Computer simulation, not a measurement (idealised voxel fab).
Title: Process Module voxel self aligned contacts
Cross-section cut spans 195 nm and uses square cells 5 nm in size.
Heads up, the way a cross-section reads in here is a grid of square cells, handed over as bands from the top down, with every band being one or more rows of cells.
For a band, the entry starts with two heights in nm, that of the top and then that of the bottom, and carries on with the band's materials in order from left to right, each alongside its width in nm; the word "edge to edge" beside a single material means it fills the band edge to edge, and "blank" means empty space.
Heads up on the height convention: 0 is the point under which the incoming wafer is all one material, and the lowest band has no bottom, it just keeps going down, like "0 -> down".
You'd read "30..40" like this: the band's top row of cells is as wide as the first number, its bottom row is as wide as the second, and going down, every row changes width by the same amount as the row before did.
What does "nothing changed" mean for a step? It means no cell of the cross-section changed in that step.
Reported under the label "Closed void register" are the empty spaces having no open way to the top and comprising 8 cells or more; the notation for each is width x height at distance, in which the distance is measured from the left edge and all three values are in nm.
It should be noted that, on the line of a given step, the content following the step's settings is a remark produced by the simulator itself with respect to that step.
The optional step-line setting "overlay nm" applies to steps with a mask and quantifies how far to the right of its planned location the mask lay, a negative value indicating leftward placement.
From here on the document is pairs. In a pair, the cross-section before one process step comes with the cross-section after it, and the latter goes no deeper than the lowest band that changed. What lies in between, the step and its settings, is written under the pair. A pair may be from a different run of this module on the same starting wafer than the pair above it, so it continues from that pair only where its entry headed "Before-step section" says so.
[Before-step section]
* 0 -> down = Si edge to edge
* Closed void register: none
[Post-Process View]
* 0 -> -5 = SiO2 edge to edge
* At heights below -5, the structure remains unaltered.
* Closed void register: none
Process step bridging the above cross-sections: OXIDIZE, depth nm 5
Before-step section: The structure entering this step is exactly what the pair just above shows after its step.
[Post-Process View]
* 30 -> 0 = polySi edge to edge
* At heights below 0, the structure remains unaltered.
* Closed void register: none
Process step bridging the above cross-sections: DIRECTIONAL_DEP, material polySi, thk nm 30
Before-step section: The structure entering this step is exactly what the pair just above shows after its step.
[Post-Process View]
* 55 -> 30 = SiN edge to edge
* At heights below 30, the structure remains unaltered.
* Closed void register: none
Process step bridging the above cross-sections: DIRECTIONAL_DEP, material SiN, thk nm 25
Before-step section: The structure entering this step is exactly what the pair just above shows after its step.
[Post-Process View]
* 70 -> 55 = blank=45, resist=30, blank=45, resist=30, blank=45
* At heights below 55, the structure remains unaltered.
* Closed void register: none
Process step bridging the above cross-sections: PATTERN, tone cover, mask id GATE, material resist, width nm 30, pitch nm 75, thk nm 15, overlay nm 0
Before-step section: The structure entering this step is exactly what the pair just above shows after its step.
[Post-Process View]
* 70 -> 55 = blank=45, resist=30, blank=45, resist=30, blank=45
* 55 -> 30 = blank=45, SiN=30, blank=45, SiN=30, blank=45
* At heights below 30, the structure remains unaltered.
* Closed void register: none
Process step bridging the above cross-sections: DIRECTIONAL_ETCH, etch materials SiN, depth nm 25
Before-step section: The structure entering this step is exactly what the pair just above shows after its step.
[Post-Process View]
* 70 -> 55 = blank=45, resist=30, blank=45, resist=30, blank=45
* 55 -> 30 = blank=45, SiN=30, blank=45, SiN=30, blank=45
* 30 -> 0 = blank=45, polySi=30, blank=45, polySi=30, blank=45
* At heights below 0, the structure remains unaltered.
* Closed void register: none
Process step bridging the above cross-sections: DIRECTIONAL_ETCH, etch materials polySi, depth nm 30
Before-step section: The structure entering this step is exactly what the pair just above shows after its step.
[Post-Process View]
* 55 -> 30 = blank=45, SiN=30, blank=45, SiN=30, blank=45
* At heights below 30, the structure remains unaltered.
* Closed void register: none
Process step bridging the above cross-sections: STRIP, etch materials resist
Before-step section: The structure entering this step is exactly what the pair just above shows after its step.
[Post-Process View]
* 65 -> 30 = blank=35, SiN=50, blank=25, SiN=50, blank=35
* 30 -> 10 = blank=35, SiN=10, polySi=30, SiN=10, blank=25, SiN=10, polySi=30, SiN=10, blank=35
* 10 -> 0 = SiN=45, polySi=30, SiN=45, polySi=30, SiN=45
* At heights below 0, the structure remains unaltered.
* Closed void register: none
Process step bridging the above cross-sections: CONFORMAL_DEP, material SiN, thk nm 10
Before-step section: The structure entering this step is exactly what the pair just above shows after its step.
[Post-Process View]
* 55 -> 30 = blank=35, SiN=50, blank=25, SiN=50, blank=35
* 30 -> 0 = blank=35, SiN=10, polySi=30, SiN=10, blank=25, SiN=10, polySi=30, SiN=10, blank=35
* At heights below 0, the structure remains unaltered.
* Closed void register: none
Process step bridging the above cross-sections: DIRECTIONAL_ETCH, etch materials SiN, depth nm 10
Before-step section: The structure entering this step is exactly what the pair just above shows after its step.
[Post-Process View]
* 75 -> 55 = SiO2 edge to edge
* 55 -> 30 = SiO2=35, SiN=50, SiO2=25, SiN=50, SiO2=35
* 30 -> 0 = SiO2=35, SiN=10, polySi=30, SiN=10, SiO2=25, SiN=10, polySi=30, SiN=10, SiO2=35
* At heights below 0, the structure remains unaltered.
* Closed void register: none
Process step bridging the above cross-sections: FILL_DEP, material SiO2, thk nm 20
Before-step section: The structure entering this step is exactly what the pair just above shows after its step.
[Post-Process View]
* 65 -> 55 = SiO2 edge to edge
* At heights below 55, the structure remains unaltered.
* Closed void register: none
Process step bridging the above cross-sections: CMP, height nm 65
Before-step section: The structure entering this step is exactly what the pair just above shows after its step.
[Post-Process View]
* 65 -> 55 = SiO2=70, blank=55, SiO2=70
* 55 -> 30 = SiO2=35, SiN=50, blank=25, SiN=50, SiO2=35
* 30 -> 0 = SiO2=35, SiN=10, polySi=30, SiN=10, blank=25, SiN=10, polySi=30, SiN=10, SiO2=35
* 0 -> -5 = SiO2=85, blank=25, SiO2=85
* At heights below -5, the structure remains unaltered.
* Closed void register: none
Process step bridging the above cross-sections: MASKED_ETCH, tone open, mask id CONTACT, width nm 55, etch materials SiO2, depth nm 70, overlay nm 0
Before-step section: The structure entering this step is exactly what the pair just above shows after its step.
[Post-Process View]
* 70 -> 65 = TiN=75, blank=45, TiN=75
* 65 -> 55 = SiO2=70, TiN=5..20, blank=45..15, TiN=5..20, SiO2=70
* 55 -> 30 = SiO2=35, SiN=50, TiN=5, blank=15, TiN=5, SiN=50, SiO2=35
* 30 -> 0 = SiO2=35, SiN=10, polySi=30, SiN=10, TiN=5, blank=15, TiN=5, SiN=10, polySi=30, SiN=10, SiO2=35
* 0 -> -5 = SiO2=85, TiN=25, SiO2=85
* At heights below -5, the structure remains unaltered.
* Closed void register: none
Process step bridging the above cross-sections: CONFORMAL_DEP, material TiN, thk nm 5
Before-step section: The structure entering this step is exactly what the pair just above shows after its step.
[Post-Process View]
* 75 -> 70 = W edge to edge
* 70 -> 65 = TiN=75, W=45, TiN=75
* 65 -> 55 = SiO2=70, TiN=5..20, W=45..15, TiN=5..20, SiO2=70
* 55 -> 30 = SiO2=35, SiN=50, TiN=5, W=15, TiN=5, SiN=50, SiO2=35
* 30 -> 0 = SiO2=35, SiN=10, polySi=30, SiN=10, TiN=5, W=15, TiN=5, SiN=10, polySi=30, SiN=10, SiO2=35
* At heights below 0, the structure remains unaltered.
* Closed void register: none
Process step bridging the above cross-sections: FILL_DEP, material W, thk nm 5
Before-step section: The structure entering this step is exactly what the pair just above shows after its step.
[Post-Process View]
* 65 -> 55 = SiO2=70, TiN=5..20, W=45..15, TiN=5..20, SiO2=70
* At heights below 55, the structure remains unaltered.
* Closed void register: none
Process step bridging the above cross-sections: CMP, height nm 65
Before-step section: The structure entering this step is exactly what the pair just above shows after its step.
[Post-Process View]
* 70 -> 65 = SiCN edge to edge
* At heights below 65, the structure remains unaltered.
* Closed void register: none
Process step bridging the above cross-sections: CONFORMAL_DEP, material SiCN, thk nm 5
[Before-step section]
* 55 -> 30 = blank=45, SiN=30, blank=45, SiN=30, blank=45
* 30 -> 0 = blank=45, polySi=30, blank=45, polySi=30, blank=45
* 0 -> -5 = SiO2 edge to edge
* -5 -> down = Si edge to edge
* Closed void register: none
[Post-Process View]
* 45 -> 30 = blank=45, SiN=30, blank=45, SiN=30, blank=45
* At heights below 30, the structure remains unaltered.
* Closed void register: none
Process step bridging the above cross-sections: DIRECTIONAL_ETCH, etch materials SiN, depth nm 10
Before-step section: The structure entering this step is exactly what the pair just above shows after its step.
[Post-Process View]
* 65 -> 45 = SiO2 edge to edge
* 45 -> 30 = SiO2=45, SiN=30, SiO2=45, SiN=30, SiO2=45
* 30 -> 0 = SiO2=45, polySi=30, SiO2=45, polySi=30, SiO2=45
* At heights below 0, the structure remains unaltered.
* Closed void register: none
Process step bridging the above cross-sections: FILL_DEP, material SiO2, thk nm 20
Before-step section: The structure entering this step is exactly what the pair just above shows after its step.
[Post-Process View]
* 65 -> 45 = SiO2=70, blank=55, SiO2=70
* 45 -> 30 = SiO2=45, SiN=30, blank=45, SiN=30, SiO2=45
* 30 -> 0 = SiO2=45, polySi=30, blank=45, polySi=30, SiO2=45
* 0 -> -5 = SiO2=75, blank=45, SiO2=75
* At heights below -5, the structure remains unaltered.
* Closed void register: none
Process step bridging the above cross-sections: MASKED_ETCH, tone open, mask id CONTACT, width nm 55, etch materials SiO2, depth nm 70, overlay nm 0
Before-step section: The structure entering this step is exactly what the pair just above shows after its step.
[Post-Process View]
* 70 -> 65 = TiN=75, blank=45, TiN=75
* 65 -> 50 = SiO2=70, TiN=5, blank=45, TiN=5, SiO2=70
* 50 -> 45 = SiO2=70, TiN=10, blank=35, TiN=10, SiO2=70
* 45 -> 30 = SiO2=45, SiN=30, TiN=5, blank=35, TiN=5, SiN=30, SiO2=45
* 30 -> 0 = SiO2=45, polySi=30, TiN=5, blank=35, TiN=5, polySi=30, SiO2=45
* 0 -> -5 = SiO2=75, TiN=45, SiO2=75
* At heights below -5, the structure remains unaltered.
* Closed void register: none
Process step bridging the above cross-sections: CONFORMAL_DEP, material TiN, thk nm 5
Before-step section: The structure entering this step is exactly what the pair just above shows after its step.
[Post-Process View]
* 75 -> 70 = W edge to edge
* 70 -> 65 = TiN=75, W=45, TiN=75
* 65 -> 50 = SiO2=70, TiN=5, W=45, TiN=5, SiO2=70
* 50 -> 45 = SiO2=70, TiN=10, W=35, TiN=10, SiO2=70
* 45 -> 30 = SiO2=45, SiN=30, TiN=5, W=35, TiN=5, SiN=30, SiO2=45
* 30 -> 0 = SiO2=45, polySi=30, TiN=5, W=35, TiN=5, polySi=30, SiO2=45
* At heights below 0, the structure remains unaltered.
* Closed void register: none
Process step bridging the above cross-sections: FILL_DEP, material W, thk nm 5
Before-step section: The structure entering this step is exactly what the pair just above shows after its step.
[Post-Process View]
* 65 -> 50 = SiO2=70, TiN=5, W=45, TiN=5, SiO2=70
* At heights below 50, the structure remains unaltered.
* Closed void register: none
Process step bridging the above cross-sections: CMP, height nm 65
Before-step section: The structure entering this step is exactly what the pair just above shows after its step.
[Post-Process View]
* 70 -> 65 = SiCN edge to edge
* At heights below 65, the structure remains unaltered.
* Closed void register: none
Process step bridging the above cross-sections: CONFORMAL_DEP, material SiCN, thk nm 5
[Before-step section]
* 30 -> 0 = polySi edge to edge
* 0 -> -5 = SiO2 edge to edge
* -5 -> down = Si edge to edge
* Closed void register: none
[Post-Process View]
* 60 -> 0 = polySi edge to edge
* At heights below 0, the structure remains unaltered.
* Closed void register: none
Process step bridging the above cross-sections: DIRECTIONAL_DEP, material polySi, thk nm 30
Before-step section: The structure entering this step is exactly what the pair just above shows after its step.
[Post-Process View]
* 85 -> 60 = SiN edge to edge
* At heights below 60, the structure remains unaltered.
* Closed void register: none
Process step bridging the above cross-sections: DIRECTIONAL_DEP, material SiN, thk nm 25
Before-step section: The structure entering this step is exactly what the pair just above shows after its step.
[Post-Process View]
* 100 -> 85 = blank=45, resist=30, blank=45, resist=30, blank=45
* At heights below 85, the structure remains unaltered.
* Closed void register: none
Process step bridging the above cross-sections: PATTERN, tone cover, mask id GATE, material resist, width nm 30, pitch nm 75, thk nm 15, overlay nm 0
Before-step section: The structure entering this step is exactly what the pair just above shows after its step.
[Post-Process View]
* 100 -> 85 = blank=45, resist=30, blank=45, resist=30, blank=45
* 85 -> 60 = blank=45, SiN=30, blank=45, SiN=30, blank=45
* At heights below 60, the structure remains unaltered.
* Closed void register: none
Process step bridging the above cross-sections: DIRECTIONAL_ETCH, etch materials SiN, depth nm 25
Before-step section: The structure entering this step is exactly what the pair just above shows after its step.
[Post-Process View]
* 100 -> 85 = blank=45, resist=30, blank=45, resist=30, blank=45
* 85 -> 60 = blank=45, SiN=30, blank=45, SiN=30, blank=45
* 60 -> 30 = blank=45, polySi=30, blank=45, polySi=30, blank=45
* At heights below 30, the structure remains unaltered.
* Closed void register: none
Process step bridging the above cross-sections: DIRECTIONAL_ETCH, etch materials polySi, depth nm 30
Before-step section: The structure entering this step is exactly what the pair just above shows after its step.
[Post-Process View]
* 85 -> 60 = blank=45, SiN=30, blank=45, SiN=30, blank=45
* At heights below 60, the structure remains unaltered.
* Closed void register: none
Process step bridging the above cross-sections: STRIP, etch materials resist
Before-step section: The structure entering this step is exactly what the pair just above shows after its step.
[Post-Process View]
* 95 -> 60 = blank=35, SiN=50, blank=25, SiN=50, blank=35
* 60 -> 40 = blank=35, SiN=10, polySi=30, SiN=10, blank=25, SiN=10, polySi=30, SiN=10, blank=35
* 40 -> 30 = SiN=45, polySi=30, SiN=45, polySi=30, SiN=45
* At heights below 30, the structure remains unaltered.
* Closed void register: none
Process step bridging the above cross-sections: CONFORMAL_DEP, material SiN, thk nm 10
Before-step section: The structure entering this step is exactly what the pair just above shows after its step.
[Post-Process View]
* 85 -> 60 = blank=35, SiN=50, blank=25, SiN=50, blank=35
* 60 -> 30 = blank=35, SiN=10, polySi=30, SiN=10, blank=25, SiN=10, polySi=30, SiN=10, blank=35
* At heights below 30, the structure remains unaltered.
* Closed void register: none
Process step bridging the above cross-sections: DIRECTIONAL_ETCH, etch materials SiN, depth nm 10
Before-step section: The structure entering this step is exactly what the pair just above shows after its step.
[Post-Process View]
* 105 -> 85 = SiO2 edge to edge
* 85 -> 60 = SiO2=35, SiN=50, SiO2=25, SiN=50, SiO2=35
* 60 -> 30 = SiO2=35, SiN=10, polySi=30, SiN=10, SiO2=25, SiN=10, polySi=30, SiN=10, SiO2=35
* At heights below 30, the structure remains unaltered.
* Closed void register: none
Process step bridging the above cross-sections: FILL_DEP, material SiO2, thk nm 20
Before-step section: The structure entering this step is exactly what the pair just above shows after its step.
[Post-Process View]
* 65 -> 60 = SiO2=35, SiN=50, SiO2=25, SiN=50, SiO2=35
* At heights below 60, the structure remains unaltered.
* Closed void register: none
Process step bridging the above cross-sections: CMP, height nm 65
Before-step section: The structure entering this step is exactly what the pair just above shows after its step.
[Post-Process View]
* 65 -> 60 = SiO2=35, SiN=50, blank=25, SiN=50, SiO2=35
* 60 -> 30 = SiO2=35, SiN=10, polySi=30, SiN=10, blank=25, SiN=10, polySi=30, SiN=10, SiO2=35
* At heights below 30, the structure remains unaltered.
* Closed void register: none
Process step bridging the above cross-sections: MASKED_ETCH, tone open, mask id CONTACT, width nm 55, etch materials SiO2, depth nm 70, overlay nm 0
Before-step section: The structure entering this step is exactly what the pair just above shows after its step.
[Post-Process View]
* 70 -> 65 = TiN=90, blank=15, TiN=90
* 65 -> 60 = SiO2=35, SiN=50, TiN=5, blank=15, TiN=5, SiN=50, SiO2=35
* 60 -> 35 = SiO2=35, SiN=10, polySi=30, SiN=10, TiN=5, blank=15, TiN=5, SiN=10, polySi=30, SiN=10, SiO2=35
* 35 -> 30 = SiO2=35, SiN=10, polySi=30, SiN=10, TiN=25, SiN=10, polySi=30, SiN=10, SiO2=35
* At heights below 30, the structure remains unaltered.
* Closed void register: none
Process step bridging the above cross-sections: CONFORMAL_DEP, material TiN, thk nm 5
Before-step section: The structure entering this step is exactly what the pair just above shows after its step.
[Post-Process View]
* 75 -> 70 = W edge to edge
* 70 -> 65 = TiN=90, W=15, TiN=90
* 65 -> 60 = SiO2=35, SiN=50, TiN=5, W=15, TiN=5, SiN=50, SiO2=35
* 60 -> 35 = SiO2=35, SiN=10, polySi=30, SiN=10, TiN=5, W=15, TiN=5, SiN=10, polySi=30, SiN=10, SiO2=35
* At heights below 35, the structure remains unaltered.
* Closed void register: none
Process step bridging the above cross-sections: FILL_DEP, material W, thk nm 5
Before-step section: The structure entering this step is exactly what the pair just above shows after its step.
[Post-Process View]
* 65 -> 60 = SiO2=35, SiN=50, TiN=5, W=15, TiN=5, SiN=50, SiO2=35
* At heights below 60, the structure remains unaltered.
* Closed void register: none
Process step bridging the above cross-sections: CMP, height nm 65
Before-step section: The structure entering this step is exactly what the pair just above shows after its step.
[Post-Process View]
* 70 -> 65 = SiCN edge to edge
* At heights below 65, the structure remains unaltered.
* Closed void register: none
Process step bridging the above cross-sections: CONFORMAL_DEP, material SiCN, thk nm 5
[Before-step section]
* 45 -> 30 = blank=45, SiN=30, blank=45, SiN=30, blank=45
* 30 -> 0 = blank=45, polySi=30, blank=45, polySi=30, blank=45
* 0 -> -5 = SiO2 edge to edge
* -5 -> down = Si edge to edge
* Closed void register: none
[Post-Process View]
* 55 -> 30 = blank=35, SiN=50, blank=25, SiN=50, blank=35
* 30 -> 10 = blank=35, SiN=10, polySi=30, SiN=10, blank=25, SiN=10, polySi=30, SiN=10, blank=35
* 10 -> 0 = SiN=45, polySi=30, SiN=45, polySi=30, SiN=45
* At heights below 0, the structure remains unaltered.
* Closed void register: none
Process step bridging the above cross-sections: CONFORMAL_DEP, material SiN, thk nm 10
Before-step section: The structure entering this step is exactly what the pair just above shows after its step.
[Post-Process View]
* 75 -> 55 = SiO2 edge to edge
* 55 -> 30 = SiO2=35, SiN=50, SiO2=25, SiN=50, SiO2=35
* 30 -> 10 = SiO2=35, SiN=10, polySi=30, SiN=10, SiO2=25, SiN=10, polySi=30, SiN=10, SiO2=35
* At heights below 10, the structure remains unaltered.
* Closed void register: none
Process step bridging the above cross-sections: FILL_DEP, material SiO2, thk nm 20
Before-step section: The structure entering this step is exactly what the pair just above shows after its step.
[Post-Process View]
* 65 -> 55 = SiO2 edge to edge
* At heights below 55, the structure remains unaltered.
* Closed void register: none
Process step bridging the above cross-sections: CMP, height nm 65
Before-step section: The structure entering this step is exactly what the pair just above shows after its step.
[Post-Process View]
* 65 -> 55 = SiO2=70, blank=55, SiO2=70
* 55 -> 30 = SiO2=35, SiN=50, blank=25, SiN=50, SiO2=35
* 30 -> 10 = SiO2=35, SiN=10, polySi=30, SiN=10, blank=25, SiN=10, polySi=30, SiN=10, SiO2=35
* At heights below 10, the structure remains unaltered.
* Closed void register: none
Process step bridging the above cross-sections: MASKED_ETCH, tone open, mask id CONTACT, width nm 55, etch materials SiO2, depth nm 70, overlay nm 0
Before-step section: The structure entering this step is exactly what the pair just above shows after its step.
[Post-Process View]
* 70 -> 65 = TiN=75, blank=45, TiN=75
* 65 -> 55 = SiO2=70, TiN=5..20, blank=45..15, TiN=5..20, SiO2=70
* 55 -> 30 = SiO2=35, SiN=50, TiN=5, blank=15, TiN=5, SiN=50, SiO2=35
* 30 -> 15 = SiO2=35, SiN=10, polySi=30, SiN=10, TiN=5, blank=15, TiN=5, SiN=10, polySi=30, SiN=10, SiO2=35
* 15 -> 10 = SiO2=35, SiN=10, polySi=30, SiN=10, TiN=25, SiN=10, polySi=30, SiN=10, SiO2=35
* At heights below 10, the structure remains unaltered.
* Closed void register: none
Process step bridging the above cross-sections: CONFORMAL_DEP, material TiN, thk nm 5
Before-step section: The structure entering this step is exactly what the pair just above shows after its step.
[Post-Process View]
* 75 -> 70 = W edge to edge
* 70 -> 65 = TiN=75, W=45, TiN=75
* 65 -> 55 = SiO2=70, TiN=5..20, W=45..15, TiN=5..20, SiO2=70
* 55 -> 30 = SiO2=35, SiN=50, TiN=5, W=15, TiN=5, SiN=50, SiO2=35
* 30 -> 15 = SiO2=35, SiN=10, polySi=30, SiN=10, TiN=5, W=15, TiN=5, SiN=10, polySi=30, SiN=10, SiO2=35
* At heights below 15, the structure remains unaltered.
* Closed void register: none
Process step bridging the above cross-sections: FILL_DEP, material W, thk nm 5
Before-step section: The structure entering this step is exactly what the pair just above shows after its step.
[Post-Process View]
* 65 -> 55 = SiO2=70, TiN=5..20, W=45..15, TiN=5..20, SiO2=70
* At heights below 55, the structure remains unaltered.
* Closed void register: none
Process step bridging the above cross-sections: CMP, height nm 65
Before-step section: The structure entering this step is exactly what the pair just above shows after its step.
[Post-Process View]
* 70 -> 65 = SiCN edge to edge
* At heights below 65, the structure remains unaltered.
* Closed void register: none
Process step bridging the above cross-sections: CONFORMAL_DEP, material SiCN, thk nm 5
[Before-step section]
* 65 -> 30 = blank=35, SiN=50, blank=25, SiN=50, blank=35
* 30 -> 10 = blank=35, SiN=10, polySi=30, SiN=10, blank=25, SiN=10, polySi=30, SiN=10, blank=35
* 10 -> 0 = SiN=45, polySi=30, SiN=45, polySi=30, SiN=45
* 0 -> -5 = SiO2 edge to edge
* -5 -> down = Si edge to edge
* Closed void register: none
[Post-Process View]
* 60 -> 30 = blank=35, SiN=50, blank=25, SiN=50, blank=35
* 30 -> 5 = blank=35, SiN=10, polySi=30, SiN=10, blank=25, SiN=10, polySi=30, SiN=10, blank=35
* At heights below 5, the structure remains unaltered.
* Closed void register: none
Process step bridging the above cross-sections: DIRECTIONAL_ETCH, etch materials SiN, depth nm 5
Before-step section: The structure entering this step is exactly what the pair just above shows after its step.
[Post-Process View]
* 80 -> 60 = SiO2 edge to edge
* 60 -> 30 = SiO2=35, SiN=50, SiO2=25, SiN=50, SiO2=35
* 30 -> 5 = SiO2=35, SiN=10, polySi=30, SiN=10, SiO2=25, SiN=10, polySi=30, SiN=10, SiO2=35
* At heights below 5, the structure remains unaltered.
* Closed void register: none
Process step bridging the above cross-sections: FILL_DEP, material SiO2, thk nm 20
Before-step section: The structure entering this step is exactly what the pair just above shows after its step.
[Post-Process View]
* 65 -> 60 = SiO2 edge to edge
* At heights below 60, the structure remains unaltered.
* Closed void register: none
Process step bridging the above cross-sections: CMP, height nm 65
Before-step section: The structure entering this step is exactly what the pair just above shows after its step.
[Post-Process View]
* 65 -> 60 = SiO2=70, blank=55, SiO2=70
* 60 -> 30 = SiO2=35, SiN=50, blank=25, SiN=50, SiO2=35
* 30 -> 5 = SiO2=35, SiN=10, polySi=30, SiN=10, blank=25, SiN=10, polySi=30, SiN=10, SiO2=35
* At heights below 5, the structure remains unaltered.
* Closed void register: none
Process step bridging the above cross-sections: MASKED_ETCH, tone open, mask id CONTACT, width nm 55, etch materials SiO2, depth nm 70, overlay nm 0
Before-step section: The structure entering this step is exactly what the pair just above shows after its step.
[Post-Process View]
* 70 -> 65 = TiN=75, blank=45, TiN=75
* 65 -> 60 = SiO2=70, TiN=20, blank=15, TiN=20, SiO2=70
* 60 -> 30 = SiO2=35, SiN=50, TiN=5, blank=15, TiN=5, SiN=50, SiO2=35
* 30 -> 10 = SiO2=35, SiN=10, polySi=30, SiN=10, TiN=5, blank=15, TiN=5, SiN=10, polySi=30, SiN=10, SiO2=35
* 10 -> 5 = SiO2=35, SiN=10, polySi=30, SiN=10, TiN=25, SiN=10, polySi=30, SiN=10, SiO2=35
* At heights below 5, the structure remains unaltered.
* Closed void register: none
Process step bridging the above cross-sections: CONFORMAL_DEP, material TiN, thk nm 5
Before-step section: The structure entering this step is exactly what the pair just above shows after its step.
[Post-Process View]
* 75 -> 70 = W edge to edge
* 70 -> 65 = TiN=75, W=45, TiN=75
* 65 -> 60 = SiO2=70, TiN=20, W=15, TiN=20, SiO2=70
* 60 -> 30 = SiO2=35, SiN=50, TiN=5, W=15, TiN=5, SiN=50, SiO2=35
* 30 -> 10 = SiO2=35, SiN=10, polySi=30, SiN=10, TiN=5, W=15, TiN=5, SiN=10, polySi=30, SiN=10, SiO2=35
* At heights below 10, the structure remains unaltered.
* Closed void register: none
Process step bridging the above cross-sections: FILL_DEP, material W, thk nm 5
Before-step section: The structure entering this step is exactly what the pair just above shows after its step.
[Post-Process View]
* 65 -> 60 = SiO2=70, TiN=20, W=15, TiN=20, SiO2=70
* At heights below 60, the structure remains unaltered.
* Closed void register: none
Process step bridging the above cross-sections: CMP, height nm 65
Before-step section: The structure entering this step is exactly what the pair just above shows after its step.
[Post-Process View]
* 70 -> 65 = SiCN edge to edge
* At heights below 65, the structure remains unaltered.
* Closed void register: none
Process step bridging the above cross-sections: CONFORMAL_DEP, material SiCN, thk nm 5
[Before-step section]
* 55 -> 30 = SiN edge to edge
* 30 -> 0 = polySi edge to edge
* 0 -> -5 = SiO2 edge to edge
* -5 -> down = Si edge to edge
* Closed void register: none
[Post-Process View]
* 70 -> 55 = blank=40, resist=40, blank=35, resist=40, blank=40
* At heights below 55, the structure remains unaltered.
* Closed void register: none
Process step bridging the above cross-sections: PATTERN, tone cover, mask id GATE, material resist, width nm 40, pitch nm 75, thk nm 15, overlay nm 0
Before-step section: The structure entering this step is exactly what the pair just above shows after its step.
[Post-Process View]
* 70 -> 55 = blank=40, resist=40, blank=35, resist=40, blank=40
* 55 -> 30 = blank=40, SiN=40, blank=35, SiN=40, blank=40
* At heights below 30, the structure remains unaltered.
* Closed void register: none
Process step bridging the above cross-sections: DIRECTIONAL_ETCH, etch materials SiN, depth nm 25
Before-step section: The structure entering this step is exactly what the pair just above shows after its step.
[Post-Process View]
* 70 -> 55 = blank=40, resist=40, blank=35, resist=40, blank=40
* 55 -> 30 = blank=40, SiN=40, blank=35, SiN=40, blank=40
* 30 -> 0 = blank=40, polySi=40, blank=35, polySi=40, blank=40
* At heights below 0, the structure remains unaltered.
* Closed void register: none
Process step bridging the above cross-sections: DIRECTIONAL_ETCH, etch materials polySi, depth nm 30
Before-step section: The structure entering this step is exactly what the pair just above shows after its step.
[Post-Process View]
* 55 -> 30 = blank=40, SiN=40, blank=35, SiN=40, blank=40
* At heights below 30, the structure remains unaltered.
* Closed void register: none
Process step bridging the above cross-sections: STRIP, etch materials resist
Before-step section: The structure entering this step is exactly what the pair just above shows after its step.
[Post-Process View]
* 65 -> 30 = blank=30, SiN=60, blank=15, SiN=60, blank=30
* 30 -> 10 = blank=30, SiN=10, polySi=40, SiN=10, blank=15, SiN=10, polySi=40, SiN=10, blank=30
* 10 -> 0 = SiN=40, polySi=40, SiN=35, polySi=40, SiN=40
* At heights below 0, the structure remains unaltered.
* Closed void register: none
Process step bridging the above cross-sections: CONFORMAL_DEP, material SiN, thk nm 10
Before-step section: The structure entering this step is exactly what the pair just above shows after its step.
[Post-Process View]
* 55 -> 30 = blank=30, SiN=60, blank=15, SiN=60, blank=30
* 30 -> 0 = blank=30, SiN=10, polySi=40, SiN=10, blank=15, SiN=10, polySi=40, SiN=10, blank=30
* At heights below 0, the structure remains unaltered.
* Closed void register: none
Process step bridging the above cross-sections: DIRECTIONAL_ETCH, etch materials SiN, depth nm 10
Before-step section: The structure entering this step is exactly what the pair just above shows after its step.
[Post-Process View]
* 75 -> 55 = SiO2 edge to edge
* 55 -> 30 = SiO2=30, SiN=60, SiO2=15, SiN=60, SiO2=30
* 30 -> 0 = SiO2=30, SiN=10, polySi=40, SiN=10, SiO2=15, SiN=10, polySi=40, SiN=10, SiO2=30
* At heights below 0, the structure remains unaltered.
* Closed void register: none
Process step bridging the above cross-sections: FILL_DEP, material SiO2, thk nm 20
Before-step section: The structure entering this step is exactly what the pair just above shows after its step.
[Post-Process View]
* 65 -> 55 = SiO2 edge to edge
* At heights below 55, the structure remains unaltered.
* Closed void register: none
Process step bridging the above cross-sections: CMP, height nm 65
Before-step section: The structure entering this step is exactly what the pair just above shows after its step.
[Post-Process View]
* 65 -> 55 = SiO2=70, blank=55, SiO2=70
* 55 -> 30 = SiO2=30, SiN=60, blank=15, SiN=60, SiO2=30
* 30 -> 0 = SiO2=30, SiN=10, polySi=40, SiN=10, blank=15, SiN=10, polySi=40, SiN=10, SiO2=30
* 0 -> -5 = SiO2=90, blank=15, SiO2=90
* At heights below -5, the structure remains unaltered.
* Closed void register: none
Process step bridging the above cross-sections: MASKED_ETCH, tone open, mask id CONTACT, width nm 55, etch materials SiO2, depth nm 70, overlay nm 0
Before-step section: The structure entering this step is exactly what the pair just above shows after its step.
[Post-Process View]
* 70 -> 65 = TiN=75, blank=45, TiN=75
* 65 -> 55 = SiO2=70, TiN=5..25, blank=45..5, TiN=5..25, SiO2=70
* 55 -> 30 = SiO2=30, SiN=60, TiN=5, blank=5, TiN=5, SiN=60, SiO2=30
* 30 -> 0 = SiO2=30, SiN=10, polySi=40, SiN=10, TiN=5, blank=5, TiN=5, SiN=10, polySi=40, SiN=10, SiO2=30
* 0 -> -5 = SiO2=90, TiN=15, SiO2=90
* At heights below -5, the structure remains unaltered.
* Closed void register: none
Process step bridging the above cross-sections: CONFORMAL_DEP, material TiN, thk nm 5
Before-step section: The structure entering this step is exactly what the pair just above shows after its step.
[Post-Process View]
* 75 -> 70 = W edge to edge
* 70 -> 65 = TiN=75, W=45, TiN=75
* 65 -> 55 = SiO2=70, TiN=5..25, W=45..5, TiN=5..25, SiO2=70
* 55 -> 30 = SiO2=30, SiN=60, TiN=5, W=5, TiN=5, SiN=60, SiO2=30
* 30 -> 0 = SiO2=30, SiN=10, polySi=40, SiN=10, TiN=5, W=5, TiN=5, SiN=10, polySi=40, SiN=10, SiO2=30
* At heights below 0, the structure remains unaltered.
* Closed void register: none
Process step bridging the above cross-sections: FILL_DEP, material W, thk nm 5
Before-step section: The structure entering this step is exactly what the pair just above shows after its step.
[Post-Process View]
* 65 -> 55 = SiO2=70, TiN=5..25, W=45..5, TiN=5..25, SiO2=70
* At heights below 55, the structure remains unaltered.
* Closed void register: none
Process step bridging the above cross-sections: CMP, height nm 65
Before-step section: The structure entering this step is exactly what the pair just above shows after its step.
[Post-Process View]
* 70 -> 65 = SiCN edge to edge
* At heights below 65, the structure remains unaltered.
* Closed void register: none
Process step bridging the above cross-sections: CONFORMAL_DEP, material SiCN, thk nm 5
